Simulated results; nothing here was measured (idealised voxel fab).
The process module presented herein is designated voxel ribs on slabs.
Displayed cross-section: cut, width of 290 nm, square cells sized 5 nm.
Cross-sections here: square-cell grids, written as top-down lists of bands, a band being one or more rows of cells.
Band: top and bottom heights (nm) first, top before bottom; then materials from left to right, widths in nm. "full width" marks a sole material filling the band edge to edge. "blank" denotes empty space.
Measure heights from 0. That's the level where, below it, the as-received wafer is all one material. The lowest band is bottomless and extends downward; write it as in "0 down".
Top row gets the first number, bottom row gets the second, and each row in between changes by the same step: that is how a band width like "30..40" works.
Basically "no alteration" means that step didn't change any cell in the cross-section.
Listed in "Enclosed cavity list": every empty space of 8 or more cells without an open way to the top. Form: width x height at distance, the distance being from the left edge, all in nm.
Read whatever lies past the settings on a step's line as the simulator's own remark about the step.
overlay nm: mask offset rightward from planned place, masked step; negative means leftward offset.

PROCESS STEPS - PLAN
step 1: RECEIVE,material Si
step 2: DIRECTIONAL_DEP,material SiO2,thk nm 20
step 3: DIRECTIONAL_DEP,material polySi,thk nm 25
step 4: DIRECTIONAL_DEP,material aC,thk nm 10
step 5: PATTERN,tone cover,mask id RIB,material resist,width nm 20,thk nm 25,overlay nm 0
step 6: DIRECTIONAL_ETCH,etch materials aC,depth nm 10
step 7: STRIP,etch materials resist
step 8: DIRECTIONAL_ETCH,etch materials polySi,depth nm 5
step 9: STRIP,etch materials aC
step 10: PATTERN,tone cover,mask id SLAB,material resist,width nm 70,thk nm 15,overlay nm 0
step 11: DIRECTIONAL_ETCH,etch materials polySi,depth nm 20
step 12: STRIP,etch materials resist
step 13: FILL_DEP,material SiO2,thk nm 30
step 14: CMP,height nm 65
step 15: DIRECTIONAL_DEP,material W,thk nm 5
step 16: MASKED_ETCH,tone cover,mask id HEATER,width nm 30,etch materials W,depth nm 5,overlay nm 0
step 17: CONFORMAL_DEP,material SiO2,thk nm 5

THE FOLLOWING PERTAINS TO THE FIRST OF TWO WAFERS, WHICH WAS PROCESSED AS PLANNED

CROSS-SECTIONAL VIEW OF THE WAFER IN ITS AS-RECEIVED CONDITION, CORRESPONDING TO THE STATE AFTER STEP 1
    0 down  Si full width
    Enclosed cavity list: none

SECTIONAL VIEW: WAFER, AFTER STEP 2
    20 to 0  SiO2 full width
    Below 0, the layers are the same as they were.

SECTIONAL VIEW: WAFER, AFTER STEP 3
    45 to 20  polySi full width
    Below 20, the layers are the same as they were.

SECTIONAL VIEW: WAFER, AFTER STEP 4
    55 to 45  aC full width
    Below 45, the layers are the same as they were.

SECTIONAL VIEW: WAFER, AFTER STEP 5
    80 to 55  135 nm blank; 20 nm resist; 135 nm blank
    Below 55, the layers are the same as they were.

SECTIONAL VIEW: WAFER, AFTER STEP 6
    70 to 55  135 nm blank; 20 nm resist; 135 nm blank
    55 to 45  135 nm blank; 20 nm aC; 135 nm blank
    Below 45, the layers are the same as they were.

SECTIONAL VIEW: WAFER, AFTER STEP 7
    55 to 45  135 nm blank; 20 nm aC; 135 nm blank
    Below 45, the layers are the same as they were.

SECTIONAL VIEW: WAFER, AFTER STEP 8
    55 to 45  135 nm blank; 20 nm aC; 135 nm blank
    45 to 40  135 nm blank; 20 nm polySi; 135 nm blank
    Below 40, the layers are the same as they were.

SECTIONAL VIEW: WAFER, AFTER STEP 9
    45 to 40  135 nm blank; 20 nm polySi; 135 nm blank
    Below 40, the layers are the same as they were.

SECTIONAL VIEW: WAFER, AFTER STEP 10
    60 to 45  110 nm blank; 70 nm resist; 110 nm blank
    45 to 40  110 nm blank; 25 nm resist; 20 nm polySi; 25 nm resist; 110 nm blank
    Below 40, the layers are the same as they were.

SECTIONAL VIEW: WAFER, AFTER STEP 11
    60 to 45  110 nm blank; 70 nm resist; 110 nm blank
    45 to 40  110 nm blank; 25 nm resist; 20 nm polySi; 25 nm resist; 110 nm blank
    40 to 20  110 nm blank; 70 nm polySi; 110 nm blank
    Below 20, the layers are the same as they were.

SECTIONAL VIEW: WAFER, AFTER STEP 12
    45 to 40  135 nm blank; 20 nm polySi; 135 nm blank
    Below 40, the layers are the same as they were.

SECTIONAL VIEW: WAFER, AFTER STEP 13
    75 to 45  SiO2 full width
    45 to 40  135 nm SiO2; 20 nm polySi; 135 nm SiO2
    40 to 20  110 nm SiO2; 70 nm polySi; 110 nm SiO2
    Below 20, the layers are the same as they were.

SECTIONAL VIEW: WAFER, AFTER STEP 14
    65 to 45  SiO2 full width
    Below 45, the layers are the same as they were.

SECTIONAL VIEW: WAFER, AFTER STEP 15
    70 to 65  W full width
    Below 65, the layers are the same as they were.

SECTIONAL VIEW: WAFER, AFTER STEP 16
    70 to 65  130 nm blank; 30 nm W; 130 nm blank
    Below 65, the layers are the same as they were.

SECTIONAL VIEW: WAFER, AFTER STEP 17
    75 to 70  125 nm blank; 40 nm SiO2; 125 nm blank
    70 to 65  130 nm SiO2; 30 nm W; 130 nm SiO2
    Below 65, the layers are the same as they were.

SECOND WAFER, SAME STARTING CONDITIONS AND RECIPE AS THE FIRST, ONE MISTAKE IN EXECUTING IT, NOTHING DIFFERS FROM THE FIRST UP TO AND INCLUDING STEP 16

X-section, second wafer, when step 17 was due to finish: no alteration
In executing the process, a mistake was made relative to the plan: step 17 of the plan was bypassed and not carried out
The closing comparison, in cells, has the second wafer with more or fewer of some materials than the first: SiO2 -60
